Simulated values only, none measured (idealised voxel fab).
process module | voxel ribs on slabs
cross-section cut | 150 nm wide | cells 5 nm
A cross-section is a grid of square cells, given in bands from the top down. A band is one or more rows of cells.
Each band's line starts with the height of the band's top and of its bottom, in nm. Then come its materials from left to right, each with its width in nm. One material with "throughout" fills the band from edge to edge. "air" is empty space.
Height 0 is the level under which the wafer as received is all one material. The lowest band goes on downwards, as in "0 down".
A width such as "30 to 40" changes by the same amount from each row of cells to the next, from the band's top row to its bottom row.
"no change" after a step means that no cell of the cross-section changed.
closed voids: empty space of 8 cells or more with no open way to the top, each as width x height at its distance from the left edge, in nm
after a step's settings: what the simulator itself notes on the step
overlay nm, on a step with a mask: how far to the right of its planned place the mask lay; to the left if negative
plan
1 op RECEIVE | material Si
2 op DIRECTIONAL_DEP | material SiO2 | thk nm 25
3 op DIRECTIONAL_DEP | material SiN | thk nm 15
4 op PATTERN | tone cover | mask id RIB | material resist | width nm 15 | thk nm 15 | overlay nm 0
5 op DIRECTIONAL_ETCH | etch materials SiN | depth nm 10
6 op STRIP | etch materials resist
7 op MASKED_ETCH | tone cover | mask id SLAB | width nm 55 | etch materials SiN | depth nm 5 | overlay nm 0
8 op FILL_DEP | material SiO2 | thk nm 15
9 op CMP | height nm 50
10 op DIRECTIONAL_DEP | material TiN | thk nm 5
11 op PATTERN | tone cover | mask id HEATER | material resist | width nm 25 | thk nm 20 | overlay nm 0
12 op DIRECTIONAL_ETCH | etch materials TiN | depth nm 5
13 op STRIP | etch materials resist
14 op CONFORMAL_DEP | material SiN | thk nm 5
as received, after step 1
  0 down: Si throughout
  closed voids: none
first wafer at the end, as planned
  60 to 55: air 55 | SiN 35 | air 60
  55 to 50: SiN 60 | TiN 25 | SiN 65
  50 to 40: SiO2 throughout
  40 to 30: SiO2 65 | SiN 15 | SiO2 70
  30 to 25: SiO2 45 | SiN 55 | SiO2 50
  25 to 0: SiO2 throughout
  0 down: Si throughout
  closed voids: none
second wafer at the end: like start, like plan, one mistake
  60 to 55: air 55 | SiO2 35 | air 60
  55 to 50: SiO2 60 | TiN 25 | SiO2 65
  50 to 40: SiO2 throughout
  40 to 30: SiO2 65 | SiN 15 | SiO2 70
  30 to 25: SiO2 45 | SiN 55 | SiO2 50
  25 to 0: SiO2 throughout
  0 down: Si throughout
  closed voids: none
what went wrong: step 14 ran as: op CONFORMAL_DEP | material SiO2 | thk nm 5
at the end the second wafer has, in cells: 32 fewer of SiN | 32 more of SiO2
